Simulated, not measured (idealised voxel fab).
Name of the process module below: voxel ribs on slabs
Cross-section cut spans 185 nm and uses square cells 5 nm in size.
Square cells in a grid make up a cross-section in this document, and the grid is given as bands, listed from the top down, each one or more rows of cells. This entry defines a band. It first specifies the height of the band's top and the height of its bottom in nm, and then specifies the band's materials from left to right, stating each material with its width in nm. The word "throughout" identifies a single material that fills the band from edge to edge, while the word "blank" identifies empty space. Heights from 0 (as-received wafer is one material below). Bottom band endless downward, as "0 and below". A two-number width, for instance "30 to 40", indicates that the width is equal to the first number in the top row of the band and to the second number in the bottom row, and that it changes by a constant amount per row of cells. Reading "no alteration" for a step: not a cell of the cross-section changed in it. You'll see "Enclosed internal voids" listing empty spaces that have no way open to the top, as long as they're 8 cells or more; the notation is width x height at distance, where the distance is from the left edge, and all of it is in nm. Step line, after settings: the simulator's comment on this step. "overlay nm" answers the question of how far to the right of plan the mask lay on a step that has a mask, and when it is negative the answer is to the left.

The steps planned for the process are as follows
step 1: RECEIVE,material Si
step 2: DIRECTIONAL_DEP,material SiO2,thk nm 30
step 3: DIRECTIONAL_DEP,material SiN,thk nm 20
step 4: MASKED_ETCH,tone cover,mask id RIB,width nm 25,etch materials SiN,depth nm 15,overlay nm 0
step 5: MASKED_ETCH,tone cover,mask id SLAB,width nm 75,etch materials SiN,depth nm 5,overlay nm 0
step 6: FILL_DEP,material SiO2,thk nm 25
step 7: CMP,height nm 70
step 8: DIRECTIONAL_DEP,material TiN,thk nm 5
step 9: PATTERN,tone cover,mask id HEATER,material resist,width nm 35,thk nm 20,overlay nm 0
step 10: DIRECTIONAL_ETCH,etch materials TiN,depth nm 5
step 11: STRIP,etch materials resist
step 12: CONFORMAL_DEP,material SiN,thk nm 5

The first wafer of two, processed as planned

Delivered wafer in cross-section: state after step 1
0 and below  Si throughout
Enclosed internal voids: none

You're looking at a cross-section of the wafer after step 2
30 down to 0  SiO2 throughout
Below 0, the layers are the same as they were.

You're looking at a cross-section of the wafer after step 3
50 down to 30  SiN throughout
Below 30, the layers are the same as they were.

You're looking at a cross-section of the wafer after step 4
50 down to 35  80 nm blank, then 25 nm SiN, then 80 nm blank
Below 35, the layers are the same as they were.

You're looking at a cross-section of the wafer after step 5
50 down to 35  80 nm blank, then 25 nm SiN, then 80 nm blank
35 down to 30  55 nm blank, then 75 nm SiN, then 55 nm blank
Below 30, the layers are the same as they were.

You're looking at a cross-section of the wafer after step 6
75 down to 50  SiO2 throughout
50 down to 35  80 nm SiO2, then 25 nm SiN, then 80 nm SiO2
35 down to 30  55 nm SiO2, then 75 nm SiN, then 55 nm SiO2
Below 30, the layers are the same as they were.

You're looking at a cross-section of the wafer after step 7
70 down to 50  SiO2 throughout
Below 50, the layers are the same as they were.

You're looking at a cross-section of the wafer after step 8
75 down to 70  TiN throughout
Below 70, the layers are the same as they were.

You're looking at a cross-section of the wafer after step 9
95 down to 75  75 nm blank, then 35 nm resist, then 75 nm blank
Below 75, the layers are the same as they were.

You're looking at a cross-section of the wafer after step 10
95 down to 75  75 nm blank, then 35 nm resist, then 75 nm blank
75 down to 70  75 nm blank, then 35 nm TiN, then 75 nm blank
Below 70, the layers are the same as they were.

You're looking at a cross-section of the wafer after step 11
75 down to 70  75 nm blank, then 35 nm TiN, then 75 nm blank
Below 70, the layers are the same as they were.

You're looking at a cross-section of the wafer after step 12
80 down to 75  70 nm blank, then 45 nm SiN, then 70 nm blank
75 down to 70  75 nm SiN, then 35 nm TiN, then 75 nm SiN
Below 70, the layers are the same as they were.

Wafer two of two - same starting point, same process plan, one mistake in execution; matches wafer one up to and including step 2

Planned end of step 3: second wafer, cross-section
55 down to 30  SiN throughout
Below 30, the layers are the same as they were.

Planned end of step 4: second wafer, cross-section
55 down to 40  80 nm blank, then 25 nm SiN, then 80 nm blank
Below 40, the layers are the same as they were.

Planned end of step 5: second wafer, cross-section
55 down to 40  80 nm blank, then 25 nm SiN, then 80 nm blank
40 down to 35  55 nm blank, then 75 nm SiN, then 55 nm blank
Below 35, the layers are the same as they were.

Planned end of step 6: second wafer, cross-section
80 down to 55  SiO2 throughout
55 down to 40  80 nm SiO2, then 25 nm SiN, then 80 nm SiO2
40 down to 35  55 nm SiO2, then 75 nm SiN, then 55 nm SiO2
Below 35, the layers are the same as they were.

Planned end of step 7: second wafer, cross-section
70 down to 55  SiO2 throughout
Below 55, the layers are the same as they were.

Planned end of step 8: second wafer, cross-section
75 down to 70  TiN throughout
Below 70, the layers are the same as they were.

Planned end of step 9: second wafer, cross-section
95 down to 75  75 nm blank, then 35 nm resist, then 75 nm blank
Below 75, the layers are the same as they were.

Planned end of step 10: second wafer, cross-section
95 down to 75  75 nm blank, then 35 nm resist, then 75 nm blank
75 down to 70  75 nm blank, then 35 nm TiN, then 75 nm blank
Below 70, the layers are the same as they were.

Planned end of step 11: second wafer, cross-section
75 down to 70  75 nm blank, then 35 nm TiN, then 75 nm blank
Below 70, the layers are the same as they were.

Planned end of step 12: second wafer, cross-section
80 down to 75  70 nm blank, then 45 nm SiN, then 70 nm blank
75 down to 70  75 nm SiN, then 35 nm TiN, then 75 nm SiN
Below 70, the layers are the same as they were.
What was the processing mistake? note that step 3 departed from the planned setting and was carried out as DIRECTIONAL_DEP,material SiN,thk nm 25
At the finish, the second wafer shows more or fewer cells for some materials than the first does: 37 more of SiN; 37 fewer of SiO2
